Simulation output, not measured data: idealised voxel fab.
Module name: voxel transistor to metal (process module)
Shown is cross-section cut, with a width of 145 nm and square cells of size 5 nm.
Heads up, the way a cross-section reads in here is a grid of square cells, handed over as bands from the top down, with every band being one or more rows of cells. In this notation a band is specified by the heights of its top and bottom, in that order and in nm, after which its materials appear from left to right, each paired with its width in nm. The word "all across" attached to a single material means that material fills the band from edge to edge; the word "blank" stands for empty space. Height is counted from the level 0, under which the received wafer is composed throughout of one material. The lowest of the bands is not closed at the bottom but continues downward, in the notation "top 0, no bottom". The notation "30 to 40" denotes a width that varies across the rows of cells in the band, beginning at the first number in the top row, finishing at the second number in the bottom row, and changing by an identical amount from each row to the next. Basically "no modifications" means that step didn't change any cell in the cross-section. For the entry "Enclosed void listing", the listed items are empty spaces with no open way to the top whose size is 8 cells or more; each item follows the pattern width x height at distance, where distance is from the left edge and all three are in nm. The remark found on a step's line after its settings is issued by the simulator itself and pertains to that step. The optional step-line setting "overlay nm" applies to steps with a mask and quantifies how far to the right of its planned location the mask lay, a negative value indicating leftward placement.

-- Process steps - plan
1. RECEIVE | material Si
2. CONFORMAL_DEP | material SiO2 | thk nm 5
3. CONFORMAL_DEP | material SiN | thk nm 15
4. MASKED_ETCH | tone cover | mask id ACTIVE | width nm 105 | etch materials SiN | depth nm 15 | overlay nm 0
5. MASKED_ETCH | tone cover | mask id ACTIVE | width nm 105 | etch materials SiO2 | depth nm 5 | overlay nm 0
6. MASKED_ETCH | tone cover | mask id ACTIVE | width nm 105 | etch materials Si | depth nm 30 | overlay nm 0
7. FILL_DEP | material SiO2 | thk nm 15
8. CMP | height nm 20
9. SELECTIVE_ETCH | etch materials SiO2 | depth nm 10
10. STRIP | etch materials SiN
11. SELECTIVE_ETCH | etch materials SiO2 | depth nm 5
12. OXIDIZE | depth nm 5
13. DIRECTIONAL_DEP | material polySi | thk nm 20
14. DIRECTIONAL_DEP | material SiCN | thk nm 10
15. MASKED_ETCH | tone cover | mask id GATE | width nm 15 | etch materials SiCN | depth nm 20 | overlay nm 0
16. MASKED_ETCH | tone cover | mask id GATE | width nm 15 | etch materials polySi | depth nm 30 | overlay nm 0
17. CONFORMAL_DEP | material SiO2 | thk nm 5
18. DIRECTIONAL_ETCH | etch materials SiO2 | depth nm 5
19. CONFORMAL_DEP | material SiN | thk nm 5
20. DIRECTIONAL_ETCH | etch materials SiN | depth nm 5
21. DIRECTIONAL_ETCH | etch materials SiO2 | depth nm 5
22. DIRECTIONAL_ETCH | etch materials Si | depth nm 10
23. EPI | material SiGe | thk nm 15
24. FILL_DEP | material SiO2 | thk nm 10
25. CMP | height nm 30
26. DIRECTIONAL_DEP | material SiO2 | thk nm 15
27. MASKED_ETCH | tone open | mask id CONTACT | width nm 30 | pitch nm 55 | etch materials SiO2 | depth nm 35 | overlay nm 0
28. CONFORMAL_DEP | material TiN | thk nm 5
29. FILL_DEP | material W | thk nm 5
30. CMP | height nm 45
31. CONFORMAL_DEP | material SiN | thk nm 5
32. DIRECTIONAL_DEP | material SiO2 | thk nm 20
33. DIRECTIONAL_DEP | material aC | thk nm 10
34. PATTERN | tone open | mask id METAL_1 | material resist | width nm 15 | pitch nm 70 | thk nm 30 | overlay nm 0
35. DIRECTIONAL_ETCH | etch materials aC | depth nm 10
36. STRIP | etch materials resist
37. DIRECTIONAL_ETCH | etch materials SiO2 | depth nm 20
38. DIRECTIONAL_ETCH | etch materials SiN | depth nm 5
39. STRIP | etch materials aC
40. CONFORMAL_DEP | material TiN | thk nm 5
41. FILL_DEP | material W | thk nm 10
42. CMP | height nm 70
43. CONFORMAL_DEP | material SiCN | thk nm 5
44. DIRECTIONAL_DEP | material lowk | thk nm 35
45. MASKED_ETCH | tone open | mask id METAL_2 | width nm 15 | pitch nm 70 | etch materials lowk | depth nm 20 | overlay nm 0
46. DIRECTIONAL_DEP | material aC | thk nm 15
47. PATTERN | tone open | mask id METAL_2_HOLES | material resist | width nm 15 | pitch nm 70 | thk nm 30 | overlay nm 0
48. DIRECTIONAL_ETCH | etch materials aC | depth nm 15
49. STRIP | etch materials resist
50. DIRECTIONAL_ETCH | etch materials lowk | depth nm 15
51. DIRECTIONAL_ETCH | etch materials SiCN | depth nm 5
52. STRIP | etch materials aC
53. CONFORMAL_DEP | material TiN | thk nm 5
54. FILL_DEP | material Ru | thk nm 10
55. CMP | height nm 110
56. CONFORMAL_DEP | material SiN | thk nm 5

-- Delivered wafer in cross-section: state after step 1
- top 0, no bottom = Si all across
- Enclosed void listing: none

-- What the wafer looks like in cross-section after this module, when it starts as shown above and follows the plan above but one mistake is made in running it
- top 115, bottom 110 = SiN all across
- top 110, bottom 75 = 30 lowk; 5 TiN; 5 Ru; 5 TiN; 55 lowk; 5 TiN; 5 Ru; 5 TiN; 30 lowk
- top 75, bottom 70 = 30 SiCN; 15 TiN; 55 SiCN; 15 TiN; 30 SiCN
- top 70, bottom 50 = 30 SiO2; 5 TiN; 5 W; 5 TiN; 55 SiO2; 5 TiN; 5 W; 5 TiN; 30 SiO2
- top 50, bottom 45 = 30 SiN; 15 TiN; 55 SiN; 15 TiN; 30 SiN
- top 45, bottom 30 = 30 SiO2; 5 TiN; 20 W; 5 TiN; 25 SiO2; 5 TiN; 20 W; 5 TiN; 30 SiO2
- top 30, bottom 20 = 30 SiO2; 5 TiN; 20 to 15 W; 5 to 10 TiN; 5 SiO2; 15 SiCN; 5 SiO2; 5 to 10 TiN; 20 to 15 W; 5 TiN; 30 SiO2
- top 20, bottom 15 = 30 SiO2; 5 TiN; 15 W; 5 TiN; 5 SiN; 5 SiO2; 15 polySi; 5 SiO2; 5 SiN; 5 TiN; 15 W; 5 TiN; 30 SiO2
- top 15, bottom 10 = 30 SiO2; 25 TiN; 5 SiN; 5 SiO2; 15 polySi; 5 SiO2; 5 SiN; 25 TiN; 30 SiO2
- top 10, bottom 0 = 40 SiO2; 15 SiGe; 5 SiN; 5 SiO2; 15 polySi; 5 SiO2; 5 SiN; 15 SiGe; 40 SiO2
- top 0, bottom -5 = 20 SiO2; 35 SiGe; 35 SiO2; 35 SiGe; 20 SiO2
- top -5, bottom -15 = 20 SiO2; 35 SiGe; 35 Si; 35 SiGe; 20 SiO2
- top -15, bottom -30 = 20 SiO2; 105 Si; 20 SiO2
- top -30, no bottom = Si all across
- Enclosed void listing: none
Finding, execution versus plan: heads up, step 20 didn't go per plan, it actually ran as DIRECTIONAL_ETCH | etch materials SiN | depth nm 15
